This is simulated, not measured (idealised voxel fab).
Name of the process module below: voxel self aligned contacts
cross-section cut | 210 nm wide | cells 5 nm
Cross-section = grid of square cells, listed top down in bands; band = one or more rows. This entry defines a band. It first specifies the height of the band's top and the height of its bottom in nm, and then specifies the band's materials from left to right, stating each material with its width in nm. The word "all across" identifies a single material that fills the band from edge to edge, while the word "blank" identifies empty space. Where do heights start? At 0: under that level the wafer as delivered is made of one material only. And the lowest band has no floor; it just carries on downward, as in "from 0 down". The expression "30 to 40" gives the width at the extremes of the band, the first number at its top row of cells and the second at its bottom row, with the width changing by equal amounts from each row to the next in between. Any step labelled "remained the same" changed none of the cells in the cross-section. Listed in "Completely sealed voids": every empty space of 8 or more cells without an open way to the top. Form: width x height at distance, the distance being from the left edge, all in nm. On a step's line, text after the settings is the simulator commenting on that step. overlay nm: mask offset rightward from planned place, masked step; negative means leftward offset.

-- These are the steps we planned for the process
- 1: RECEIVE,material Si
- 2: CONFORMAL_DEP,material SiO2,thk nm 5
- 3: DIRECTIONAL_DEP,material polySi,thk nm 20
- 4: DIRECTIONAL_DEP,material SiN,thk nm 15
- 5: DIRECTIONAL_DEP,material aC,thk nm 10
- 6: PATTERN,tone cover,mask id GATE,material resist,width nm 25,pitch nm 60,thk nm 30,overlay nm 0
- 7: DIRECTIONAL_ETCH,etch materials aC,depth nm 10
- 8: STRIP,etch materials resist
- 9: DIRECTIONAL_ETCH,etch materials SiN,depth nm 15
- 10: DIRECTIONAL_ETCH,etch materials polySi,depth nm 20
- 11: STRIP,etch materials aC
- 12: CONFORMAL_DEP,material SiN,thk nm 5
- 13: DIRECTIONAL_ETCH,etch materials SiN,depth nm 5
- 14: FILL_DEP,material SiO2,thk nm 15
- 15: CMP,height nm 50
- 16: PATTERN,tone open,mask id CONTACT,material resist,width nm 35,thk nm 20,overlay nm 0
- 17: DIRECTIONAL_ETCH,etch materials SiO2,depth nm 50
- 18: STRIP,etch materials resist
- 19: CONFORMAL_DEP,material TiN,thk nm 5
- 20: FILL_DEP,material W,thk nm 5
- 21: CMP,height nm 50
- 22: CONFORMAL_DEP,material SiN,thk nm 5
Across this set of wafers, the varied parameter is the width nm of step 6. Starting conditions are identical for every wafer, and the plan reports the value assigned to the first wafer.

-- Step 1 complete: as-received cross-section of the first of several wafers
* from 0 down: Si all across
* Completely sealed voids: none

-- The rows of the table below are wafers. Looking at the end of the module, a row counts, for every material, the cells the wafer has gained, shown as (+), or lost, shown as (-), since it was received; its closed voids come next
width nm 25 | +100 SiN | +268 SiO2 | +25 TiN | +29 W | +40 polySi | Completely sealed voids: none
width nm 30 | +106 SiN | +262 SiO2 | +25 TiN | +21 W | +48 polySi | Completely sealed voids: none
width nm 35 | +112 SiN | +256 SiO2 | +25 TiN | +13 W | +56 polySi | Completely sealed voids: none
width nm 40 | +118 SiN | +250 SiO2 | +25 TiN | +5 W | +64 polySi | Completely sealed voids: none
width nm 45 | +124 SiN | +244 SiO2 | +17 TiN | +5 W | +72 polySi | Completely sealed voids: none
